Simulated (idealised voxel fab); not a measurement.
Process module name: voxel released beams
Square cells of 5 nm make up the cross-section cut, whose width is 145 nm.
Throughout this document, each cross-section is represented as a grid of square cells and is presented as a sequence of bands enumerated from the top downward, where a band comprises one or more rows of cells.
In this notation a band is specified by the heights of its top and bottom, in that order and in nm, after which its materials appear from left to right, each paired with its width in nm. The word "edge to edge" attached to a single material means that material fills the band from edge to edge; the word "blank" stands for empty space.
Heights are measured from 0, the level below which the as-received wafer is all one material; the lowest band has no bottom and continues downward, written as in "0 and below".
Width "30 to 40": first value at the band's top row of cells, second value at its bottom row, equal change from row to row.
Where a step carries "identical to before", the cross-section came out of it unchanged, cell for cell.
Each empty space that has no open way to the top and spans at least 8 cells appears under "Unvented voids" as width x height at distance, the distance counted from the left edge, all in nm.
Where a step's line continues beyond its settings, the continuation is a remark by the simulator itself on that step.
overlay nm: mask right of planned place by this much (step with mask). Neg. = left.
Below is the list of planned process steps:
1: RECEIVE [material Si]
2: CONFORMAL_DEP [material Al2O3] [thk nm 10]
3: DIRECTIONAL_DEP [material SiO2] [thk nm 15]
4: DIRECTIONAL_DEP [material aC] [thk nm 10]
5: PATTERN [tone open] [mask id ANCHOR] [material resist] [width nm 45] [thk nm 25] [overlay nm 0]
6: DIRECTIONAL_ETCH [etch materials aC] [depth nm 10]
7: STRIP [etch materials resist]
8: DIRECTIONAL_ETCH [etch materials SiO2] [depth nm 15]
9: STRIP [etch materials aC]
10: CONFORMAL_DEP [material polySi] [thk nm 15]
11: PATTERN [tone cover] [mask id BEAM] [material resist] [width nm 100] [thk nm 20] [overlay nm 0]
12: DIRECTIONAL_ETCH [etch materials polySi] [depth nm 15]
13: STRIP [etch materials resist]
14: STRIP [etch materials SiO2]
Quick note for whoever runs this: the wafers start identical, but the width nm at step 11 isn't the same across them. The plan just shows what the first wafer had.
Cross-section, first of several wafers, as delivered after step 1:
  0 and below  Si edge to edge
  Unvented voids: none
At the end of the module, after its last step, step 14, the first of several wafers appears in cross-section as follows:
  40 down to 25  blank 20, then polySi 15, then blank 15, then polySi 70, then blank 25
  25 down to 10  blank 20, then polySi 45, then blank 80
  10 down to 0  Al2O3 edge to edge
  0 and below  Si edge to edge
  Unvented voids: none
Last wafer, end of module, cross-section:
  40 down to 25  blank 15, then polySi 20, then blank 15, then polySi 80, then blank 15
  25 down to 10  blank 20, then polySi 45, then blank 80
  10 down to 0  Al2O3 edge to edge
  0 and below  Si edge to edge
  Unvented voids: none
Per wafer, end of module: cells gained (+) or lost (-) per material since receipt, then closed voids:
width nm 100, +58 Al2O3, +78 polySi, Unvented voids: none
width nm 105, +58 Al2O3, +81 polySi, Unvented voids: none
width nm 110, +58 Al2O3, +84 polySi, Unvented voids: none
width nm 115, +58 Al2O3, +87 polySi, Unvented voids: none
